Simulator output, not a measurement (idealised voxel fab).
You're looking at the process module voxel gate over fins.
The cross-section on display is named cut; it measures 235 nm wide, and its cells are 5 nm squares.
When this document writes out a cross-section, it uses a grid of square cells and lists it as bands, beginning at the top and moving down, with a band standing for one or more rows of cells. Heights first: top, then bottom, in nm. Then materials, left to right, each with a width in nm. "everywhere" on a single material: fills the band edge to edge. "empty": empty space. Basically, 0 is our baseline, since under it the wafer straight out of the box is all one material. The bottom band has no lower end and keeps on going down, so it looks like "top 0, no bottom". Read "30->40" as a graded width: first number on top, second number at the bottom, same change between each pair of neighbouring rows. Reading "nothing altered" for a step: not a cell of the cross-section changed in it. Closed empty spaces (no open way to the top) of 8 cells or more are what "Sealed voids" lists, each as width x height at distance from the left edge, nm for all three. That trailing text on a step's line, after the settings, is the simulator's own remark on the step. "overlay nm", when on a step's line for a step with a mask, measures how far to the right of its planned place the mask lay; a negative measure means to the left.

The following list gives the planned process steps
1 RECEIVE, material Si
2 CONFORMAL_DEP, material SiN, thk nm 10
3 DIRECTIONAL_DEP, material aC, thk nm 15
4 PATTERN, tone cover, mask id FINS, material resist, width nm 15, pitch nm 40, thk nm 35, overlay nm -15
5 DIRECTIONAL_ETCH, etch materials aC, depth nm 15
6 STRIP, etch materials resist
7 DIRECTIONAL_ETCH, etch materials SiN, depth nm 10
8 DIRECTIONAL_ETCH, etch materials Si, depth nm 40
9 STRIP, etch materials aC
10 FILL_DEP, material SiO2, thk nm 5
11 CMP, height nm 10
12 SELECTIVE_ETCH, etch materials SiO2, depth nm 25
13 STRIP, etch materials SiN
14 CONFORMAL_DEP, material HfO2, thk nm 5
15 CONFORMAL_DEP, material TiN, thk nm 5
16 CONFORMAL_DEP, material TiAl, thk nm 5
17 CONFORMAL_DEP, material TiN, thk nm 5
18 FILL_DEP, material W, thk nm 10
19 CMP, height nm 25
20 CONFORMAL_DEP, material SiN, thk nm 10
All wafers enter the flow in the same state. The overlay nm at step 4 differs from wafer to wafer, and the plan gives the value for the first wafer.

Cut through the first of several wafers as received, post step 1
> top 0, no bottom  Si everywhere
> Sealed voids: none

Tabulated below, wafer by wafer, are the end-of-module results: for each material, the number of cells gained (+) or lost (-) relative to the as-received state, followed by the closed voids
overlay nm -15 | +59 HfO2 | -328 Si | +94 SiN | +205 SiO2 | +56 TiAl | +112 TiN | +131 W | Sealed voids: none
overlay nm -10 | +59 HfO2 | -328 Si | +94 SiN | +205 SiO2 | +56 TiAl | +112 TiN | +131 W | Sealed voids: none
overlay nm -5 | +59 HfO2 | -328 Si | +94 SiN | +205 SiO2 | +56 TiAl | +112 TiN | +131 W | Sealed voids: none
overlay nm 0 | +59 HfO2 | -328 Si | +94 SiN | +205 SiO2 | +56 TiAl | +112 TiN | +131 W | Sealed voids: none
overlay nm 5 | +59 HfO2 | -328 Si | +94 SiN | +205 SiO2 | +56 TiAl | +112 TiN | +131 W | Sealed voids: none
overlay nm 10 | +59 HfO2 | -328 Si | +94 SiN | +205 SiO2 | +56 TiAl | +112 TiN | +131 W | Sealed voids: none
overlay nm 15 | +59 HfO2 | -328 Si | +94 SiN | +205 SiO2 | +56 TiAl | +112 TiN | +131 W | Sealed voids: none
